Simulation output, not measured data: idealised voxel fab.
The process module presented herein is designated voxel wiring stack.
260 nm wide, 5 nm square cells: that's cross-section cut.
This document writes a cross-section as a grid whose cells are square, and gives it as bands, listed from the top down; one or more rows of cells form a band. Top height, bottom height, nm. Materials left to right, width each, nm. Single material + "full width" = fills band edge to edge. "empty" = empty. Below 0: as-received wafer, all one material; heights counted from there. Lowest band: no bottom, goes on down, written "z 0 and below". Top row gets the first number, bottom row gets the second, and each row in between changes by the same step: that is how a band width like "30->40" works. Reading "identical to before" for a step: not a cell of the cross-section changed in it. "Enclosed void inventory" enumerates empty spaces isolated from the top, with no open way to it, that contain at least 8 cells, giving each as width x height at distance from the left edge, all three in nm. Step line, after settings: the simulator's comment on this step. overlay nm: for a step with a mask, the amount by which the mask lay right of where it was planned; a negative amount means left of it.
**The steps planned for the process are as follows**
1,RECEIVE with material Si
2,CONFORMAL_DEP with material SiO2, thk nm 10
3,DIRECTIONAL_DEP with material TiN, thk nm 5
4,DIRECTIONAL_DEP with material Ru, thk nm 20
5,PATTERN with tone cover, mask id METAL_1, material resist, width nm 30, pitch nm 50, thk nm 20, overlay nm 0
6,DIRECTIONAL_ETCH with etch materials Ru, depth nm 20
7,DIRECTIONAL_ETCH with etch materials TiN, depth nm 5
8,STRIP with etch materials resist
9,FILL_DEP with material SiO2, thk nm 5
10,CMP with height nm 35
11,CONFORMAL_DEP with material SiCN, thk nm 5
12,DIRECTIONAL_DEP with material SiO2, thk nm 10
13,DIRECTIONAL_DEP with material aC, thk nm 10
14,PATTERN with tone open, mask id PLUG_1, material resist, width nm 15, pitch nm 50, thk nm 25, overlay nm 0
15,DIRECTIONAL_ETCH with etch materials aC, depth nm 10
16,STRIP with etch materials resist
17,DIRECTIONAL_ETCH with etch materials SiO2, depth nm 10
18,DIRECTIONAL_ETCH with etch materials SiCN, depth nm 5
19,STRIP with etch materials aC
20,EPI with material Ru, thk nm 10
21,EPI with material Ru, thk nm 5
22,DIRECTIONAL_DEP with material TiN, thk nm 5
23,DIRECTIONAL_DEP with material Ru, thk nm 25
24,DIRECTIONAL_DEP with material aC, thk nm 10
25,PATTERN with tone cover, mask id METAL_2, material resist, width nm 30, pitch nm 50, thk nm 30, overlay nm 0
26,DIRECTIONAL_ETCH with etch materials aC, depth nm 10
27,STRIP with etch materials resist
28,DIRECTIONAL_ETCH with etch materials Ru, depth nm 25
29,DIRECTIONAL_ETCH with etch materials TiN, depth nm 5
30,STRIP with etch materials aC
31,FILL_DEP with material SiO2, thk nm 10
32,CMP with height nm 80
33,CONFORMAL_DEP with material SiCN, thk nm 5
34,DIRECTIONAL_DEP with material lowk, thk nm 25
35,DIRECTIONAL_DEP with material aC, thk nm 15
36,PATTERN with tone open, mask id METAL_3_HOLES, material resist, width nm 15, pitch nm 50, thk nm 35, overlay nm 0
37,DIRECTIONAL_ETCH with etch materials aC, depth nm 15
38,STRIP with etch materials resist
39,DIRECTIONAL_ETCH with etch materials lowk, depth nm 25
40,STRIP with etch materials aC
41,DIRECTIONAL_DEP with material aC, thk nm 10
42,PATTERN with tone open, mask id METAL_3, material resist, width nm 30, pitch nm 50, thk nm 25, overlay nm 0
43,DIRECTIONAL_ETCH with etch materials aC, depth nm 10
44,STRIP with etch materials resist
45,DIRECTIONAL_ETCH with etch materials lowk, depth nm 15
46,DIRECTIONAL_ETCH with etch materials SiCN, depth nm 5
47,STRIP with etch materials aC
48,CONFORMAL_DEP with material TiN, thk nm 5
49,FILL_DEP with material Cu, thk nm 5
50,CMP with height nm 110
51,CONFORMAL_DEP with material SiCN, thk nm 5
52,DIRECTIONAL_DEP with material SiO2, thk nm 15
53,DIRECTIONAL_DEP with material aC, thk nm 10
54,PATTERN with tone open, mask id PLUG_3, material resist, width nm 15, pitch nm 50, thk nm 25, overlay nm 0
55,DIRECTIONAL_ETCH with etch materials aC, depth nm 10
56,STRIP with etch materials resist
57,DIRECTIONAL_ETCH with etch materials SiO2, depth nm 15
58,DIRECTIONAL_ETCH with etch materials SiCN, depth nm 5
59,STRIP with etch materials aC
60,EPI with material Ru, thk nm 10
61,EPI with material Ru, thk nm 10
62,DIRECTIONAL_DEP with material TiN, thk nm 5
63,DIRECTIONAL_DEP with material Ru, thk nm 20
64,MASKED_ETCH with tone cover, mask id METAL_4, width nm 30, pitch nm 50, etch materials Ru, depth nm 20, overlay nm 0
65,MASKED_ETCH with tone cover, mask id METAL_4, width nm 30, pitch nm 50, etch materials TiN, depth nm 5, overlay nm 0
66,FILL_DEP with material SiO2, thk nm 5
67,CMP with height nm 155
68,CONFORMAL_DEP with material SiCN, thk nm 5
Be aware that, although all wafers share a common starting state, the width nm at step 14 differs among them, and the plan displays the first wafer's value.
**The first of several wafers as received, shown in cross-section; this is its state after step 1**
	z 0 and below  Si full width
	Enclosed void inventory: none
**End-of-module cross-section, first of several wafers, after last step 68**
	z 160 to 155  SiCN full width
	z 155 to 135  SiO2 40 nm, Ru 30 nm, SiO2 20 nm, Ru 30 nm, SiO2 20 nm, Ru 30 nm, SiO2 20 nm, Ru 30 nm, SiO2 40 nm
	z 135 to 130  SiO2 40 nm, TiN 30 nm, SiO2 20 nm, TiN 30 nm, SiO2 20 nm, TiN 30 nm, SiO2 20 nm, TiN 30 nm, SiO2 40 nm
	z 130 to 115  SiO2 40 nm, Ru 15 nm, SiO2 35 nm, Ru 15 nm, SiO2 35 nm, Ru 15 nm, SiO2 35 nm, Ru 15 nm, SiO2 55 nm
	z 115 to 110  SiCN 40 nm, Ru 15 nm, SiCN 35 nm, Ru 15 nm, SiCN 35 nm, Ru 15 nm, SiCN 35 nm, Ru 15 nm, SiCN 55 nm
	z 110 to 100  lowk 40 nm, TiN 5 nm, Cu 20 nm, TiN 5 nm, lowk 20 nm, TiN 5 nm, Cu 20 nm, TiN 5 nm, lowk 20 nm, TiN 5 nm, Cu 20 nm, TiN 5 nm, lowk 20 nm, TiN 5 nm, Cu 20 nm, TiN 5 nm, lowk 40 nm
	z 100 to 95  lowk 40 nm, TiN 5 nm, Cu 5 nm, TiN 20 nm, lowk 20 nm, TiN 5 nm, Cu 5 nm, TiN 20 nm, lowk 20 nm, TiN 5 nm, Cu 5 nm, TiN 20 nm, lowk 20 nm, TiN 5 nm, Cu 5 nm, TiN 20 nm, lowk 40 nm
	z 95 to 85  lowk 40 nm, TiN 5 nm, Cu 5 nm, TiN 5 nm, lowk 35 nm, TiN 5 nm, Cu 5 nm, TiN 5 nm, lowk 35 nm, TiN 5 nm, Cu 5 nm, TiN 5 nm, lowk 35 nm, TiN 5 nm, Cu 5 nm, TiN 5 nm, lowk 55 nm
	z 85 to 80  SiCN 40 nm, TiN 15 nm, SiCN 35 nm, TiN 15 nm, SiCN 35 nm, TiN 15 nm, SiCN 35 nm, TiN 15 nm, SiCN 55 nm
	z 80 to 55  SiO2 40 nm, Ru 30 nm, SiO2 20 nm, Ru 30 nm, SiO2 20 nm, Ru 30 nm, SiO2 20 nm, Ru 30 nm, SiO2 40 nm
	z 55 to 50  SiO2 40 nm, TiN 30 nm, SiO2 20 nm, TiN 30 nm, SiO2 20 nm, TiN 30 nm, SiO2 20 nm, TiN 30 nm, SiO2 40 nm
	z 50 to 40  SiO2 40 nm, Ru 15 nm, SiO2 35 nm, Ru 15 nm, SiO2 35 nm, Ru 15 nm, SiO2 35 nm, Ru 15 nm, SiO2 55 nm
	z 40 to 35  SiCN 40 nm, Ru 15 nm, SiCN 35 nm, Ru 15 nm, SiCN 35 nm, Ru 15 nm, SiCN 35 nm, Ru 15 nm, SiCN 55 nm
	z 35 to 15  SiO2 40 nm, Ru 30 nm, SiO2 20 nm, Ru 30 nm, SiO2 20 nm, Ru 30 nm, SiO2 20 nm, Ru 30 nm, SiO2 40 nm
	z 15 to 10  SiO2 40 nm, TiN 30 nm, SiO2 20 nm, TiN 30 nm, SiO2 20 nm, TiN 30 nm, SiO2 20 nm, TiN 30 nm, SiO2 40 nm
	z 10 to 0  SiO2 full width
	z 0 and below  Si full width
	Enclosed void inventory: none
**The last wafer as seen in cross-section at the end of the module**
	z 160 to 155  SiCN full width
	z 155 to 135  SiO2 40 nm, Ru 30 nm, SiO2 20 nm, Ru 30 nm, SiO2 20 nm, Ru 30 nm, SiO2 20 nm, Ru 30 nm, SiO2 40 nm
	z 135 to 130  SiO2 40 nm, TiN 30 nm, SiO2 20 nm, TiN 30 nm, SiO2 20 nm, TiN 30 nm, SiO2 20 nm, TiN 30 nm, SiO2 40 nm
	z 130 to 115  SiO2 40 nm, Ru 15 nm, SiO2 35 nm, Ru 15 nm, SiO2 35 nm, Ru 15 nm, SiO2 35 nm, Ru 15 nm, SiO2 55 nm
	z 115 to 110  SiCN 40 nm, Ru 15 nm, SiCN 35 nm, Ru 15 nm, SiCN 35 nm, Ru 15 nm, SiCN 35 nm, Ru 15 nm, SiCN 55 nm
	z 110 to 100  lowk 40 nm, TiN 5 nm, Cu 20 nm, TiN 5 nm, lowk 20 nm, TiN 5 nm, Cu 20 nm, TiN 5 nm, lowk 20 nm, TiN 5 nm, Cu 20 nm, TiN 5 nm, lowk 20 nm, TiN 5 nm, Cu 20 nm, TiN 5 nm, lowk 40 nm
	z 100 to 95  lowk 40 nm, TiN 5 nm, Cu 5 nm, TiN 20 nm, lowk 20 nm, TiN 5 nm, Cu 5 nm, TiN 20 nm, lowk 20 nm, TiN 5 nm, Cu 5 nm, TiN 20 nm, lowk 20 nm, TiN 5 nm, Cu 5 nm, TiN 20 nm, lowk 40 nm
	z 95 to 85  lowk 40 nm, TiN 5 nm, Cu 5 nm, TiN 5 nm, lowk 35 nm, TiN 5 nm, Cu 5 nm, TiN 5 nm, lowk 35 nm, TiN 5 nm, Cu 5 nm, TiN 5 nm, lowk 35 nm, TiN 5 nm, Cu 5 nm, TiN 5 nm, lowk 55 nm
	z 85 to 80  SiCN 40 nm, TiN 15 nm, SiCN 35 nm, TiN 15 nm, SiCN 35 nm, TiN 15 nm, SiCN 35 nm, TiN 15 nm, SiCN 55 nm
	z 80 to 55  SiO2 40 nm, Ru 30 nm, SiO2 20 nm, Ru 30 nm, SiO2 20 nm, Ru 30 nm, SiO2 20 nm, Ru 30 nm, SiO2 40 nm
	z 55 to 50  SiO2 40 nm, TiN 30 nm, SiO2 20 nm, TiN 30 nm, SiO2 20 nm, TiN 30 nm, SiO2 20 nm, TiN 30 nm, SiO2 40 nm
	z 50 to 40  SiO2 35 nm, Ru 30 nm, SiO2 20 nm, Ru 30 nm, SiO2 20 nm, Ru 30 nm, SiO2 20 nm, Ru 30 nm, SiO2 45 nm
	z 40 to 35  SiCN 35 nm, Ru 30 nm, SiCN 20 nm, Ru 30 nm, SiCN 20 nm, Ru 30 nm, SiCN 20 nm, Ru 30 nm, SiCN 45 nm
	z 35 to 15  SiO2 40 nm, Ru 30 nm, SiO2 20 nm, Ru 30 nm, SiO2 20 nm, Ru 30 nm, SiO2 20 nm, Ru 30 nm, SiO2 40 nm
	z 15 to 10  SiO2 40 nm, TiN 30 nm, SiO2 20 nm, TiN 30 nm, SiO2 20 nm, TiN 30 nm, SiO2 20 nm, TiN 30 nm, SiO2 40 nm
	z 10 to 0  SiO2 full width
	z 0 and below  Si full width
	Enclosed void inventory: none
**Per-wafer rows below. For each material: cells gained (+) or lost (-) since the wafer was received, as of end of module. Then: closed voids**
width nm 15; +44 Cu; +396 Ru; +172 SiCN; +752 SiO2; +136 TiN; +164 lowk; Enclosed void inventory: none
width nm 20; +44 Cu; +408 Ru; +168 SiCN; +744 SiO2; +136 TiN; +164 lowk; Enclosed void inventory: none
width nm 25; +44 Cu; +420 Ru; +164 SiCN; +736 SiO2; +136 TiN; +164 lowk; Enclosed void inventory: none
width nm 30; +44 Cu; +432 Ru; +160 SiCN; +728 SiO2; +136 TiN; +164 lowk; Enclosed void inventory: none
